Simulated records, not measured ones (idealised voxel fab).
process module | voxel gate over fins
cross-section cut | 220 nm wide | cells 5 nm
A cross-section is a grid of square cells, given in bands from the top down. A band is one or more rows of cells.
Each band's line starts with the height of the band's top and of its bottom, in nm. Then come its materials from left to right, each with its width in nm. One material with "throughout" fills the band from edge to edge. "air" is empty space.
Height 0 is the level under which the wafer as received is all one material. The lowest band goes on downwards, as in "0 down".
A width such as "30 to 40" changes by the same amount from each row of cells to the next, from the band's top row to its bottom row.
"no change" after a step means that no cell of the cross-section changed.
closed voids: empty space of 8 cells or more with no open way to the top, each as width x height at its distance from the left edge, in nm
after a step's settings: what the simulator itself notes on the step
overlay nm, on a step with a mask: how far to the right of its planned place the mask lay; to the left if negative
plan
1 op RECEIVE | material Si
2 op CONFORMAL_DEP | material SiN | thk nm 5
3 op MASKED_ETCH | tone cover | mask id FINS | width nm 15 | pitch nm 50 | etch materials SiN | depth nm 5 | overlay nm 0
4 op MASKED_ETCH | tone cover | mask id FINS | width nm 15 | pitch nm 50 | etch materials Si | depth nm 40 | overlay nm 0
5 op FILL_DEP | material SiO2 | thk nm 5
6 op CMP | height nm 5
7 op PATTERN | tone open | mask id RAIL | material resist | width nm 15 | thk nm 15 | overlay nm 0
8 op DIRECTIONAL_ETCH | etch materials SiO2 | depth nm 40
9 op STRIP | etch materials resist
10 op CONFORMAL_DEP | material TiN | thk nm 5
11 op FILL_DEP | material Ru | thk nm 10
12 op CMP | height nm 5
13 op SELECTIVE_ETCH | etch materials W Ru TiN | depth nm 30
14 op FILL_DEP | material SiO2 | thk nm 5
15 op CMP | height nm 5
16 op SELECTIVE_ETCH | etch materials SiO2 | depth nm 20
17 op STRIP | etch materials SiN
18 op CONFORMAL_DEP | material HfO2 | thk nm 5
19 op CONFORMAL_DEP | material TiN | thk nm 5
20 op CONFORMAL_DEP | material TiAl | thk nm 5
21 op CONFORMAL_DEP | material TiN | thk nm 5
22 op FILL_DEP | material W | thk nm 15
23 op CMP | height nm 30
24 op CONFORMAL_DEP | material SiN | thk nm 5
as received, after step 1
  0 down: Si throughout
  closed voids: none
a wafer at the end: this start, this plan, one mistake
  35 to 30: SiN throughout
  30 to 20: W throughout
  20 to 15: W 30 | TiAl 155 | W 35
  15 to 5: W 30 | TiAl 5 | TiN 45 | TiAl 5 | TiN 45 | TiAl 5 | TiN 45 | TiAl 5 | W 35
  5 to 0: TiAl 35 | TiN 10 | HfO2 25 | TiN 10 | TiAl 5 | TiN 10 | HfO2 25 | TiN 10 | TiAl 5 | TiN 10 | HfO2 25 | TiN 10 | TiAl 40
  0 to -10: TiN 45 | HfO2 5 | Si 15 | HfO2 5 | TiN 25 | HfO2 5 | Si 15 | HfO2 5 | TiN 25 | HfO2 5 | Si 15 | HfO2 5 | TiN 50
  -10 to -15: HfO2 50 | Si 15 | HfO2 35 | Si 15 | HfO2 35 | Si 15 | HfO2 55
  -15 to -25: SiO2 50 | Si 15 | SiO2 35 | Si 15 | SiO2 35 | Si 15 | SiO2 55
  -25 to -30: SiO2 50 | Si 15 | SiO2 10 | TiN 5 | Ru 5 | TiN 5 | SiO2 10 | Si 15 | SiO2 35 | Si 15 | SiO2 55
  -30 to -35: SiO2 50 | Si 15 | SiO2 10 | TiN 15 | SiO2 10 | Si 15 | SiO2 35 | Si 15 | SiO2 55
  -35 to -40: SiO2 50 | Si 15 | SiO2 35 | Si 15 | SiO2 35 | Si 15 | SiO2 55
  -40 down: Si throughout
  closed voids: none
what went wrong: steps 20 and 21 were swapped
